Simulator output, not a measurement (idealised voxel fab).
Name of the process module below: voxel fin reveal
The width of the displayed cross-section, cut, is 180 nm; its cells are square, with a size of 5 nm.
Just so we're on the same page, the cross-sections are grids of square cells, and they're listed out in bands top to bottom, each band one or more rows deep.
First you get the band's top height and its bottom height, in nm, and then the materials it's made of, left to right, with each width in nm. If you see a single material with "throughout", that one covers the band edge to edge. "air" is empty space.
Convention: height 0 is the level below which the wafer, as received, is all one material. The lowest band does not terminate at the bottom but continues downward, represented as "0 -> down".
Read "30..40" as a graded width: first number on top, second number at the bottom, same change between each pair of neighbouring rows.
Step marked "nothing different"? Then no cell in the cross-section changed in it.
"Closed-off voids" lists enclosed empty spaces (at least 8 cells, no open path upward to the top), each as width x height at distance from the left edge, in nm.
What comes after the settings on a step's line is commentary from the simulator itself on that step.
For masked steps, "overlay nm" on the step line gives how far right of plan the mask actually lay; a minus sign means it lay to the left.

### Process steps (planned)
1: RECEIVE | material Si
2: CONFORMAL_DEP | material SiN | thk nm 5
3: PATTERN | tone cover | mask id FINS | material resist | width nm 15 | pitch nm 45 | thk nm 15 | overlay nm 0
4: DIRECTIONAL_ETCH | etch materials SiN | depth nm 10
5: DIRECTIONAL_ETCH | etch materials Si | depth nm 40
6: STRIP | etch materials resist
7: OXIDIZE | depth nm 5
8: FILL_DEP | material SiO2 | thk nm 10
9: CMP | height nm 10
10: SELECTIVE_ETCH | etch materials SiO2 | depth nm 30
11: STRIP | etch materials SiN
12: CONFORMAL_DEP | material HfO2 | thk nm 5
For this document, wafers share an identical start and vary in the step 2 thk nm; the plan quotes the first wafer's value.

### After step 1, as received: first of several wafers, cross-section
  0 -> down: Si throughout
  Closed-off voids: none

### Module end state after final step 12: cross-section of the first of several wafers
  5 -> 0: 60 of air  15 of HfO2  30 of air  15 of HfO2  60 of air
  0 -> -15: 60 of air  5 of HfO2  5 of Si  5 of HfO2  30 of air  5 of HfO2  5 of Si  5 of HfO2  60 of air
  -15 -> -20: 65 of HfO2  5 of Si  40 of HfO2  5 of Si  65 of HfO2
  -20 -> -45: 65 of SiO2  5 of Si  40 of SiO2  5 of Si  65 of SiO2
  -45 -> down: Si throughout
  Closed-off voids: none

### Cross-section of the final wafer among several, taken at the end of the module
  5 -> 0: HfO2 throughout
  0 -> down: Si throughout
  Closed-off voids: none

### Per wafer (row), end of module: delta in cells per material since receipt, (+) for gained, (-) for lost; closed voids after that
thk nm 5; +52 HfO2; -306 Si; +170 SiO2; Closed-off voids: none
thk nm 10; +52 HfO2; -306 Si; +170 SiO2; Closed-off voids: none
thk nm 15; +36 HfO2; Closed-off voids: none
thk nm 20; +36 HfO2; Closed-off voids: none
thk nm 25; +36 HfO2; Closed-off voids: none
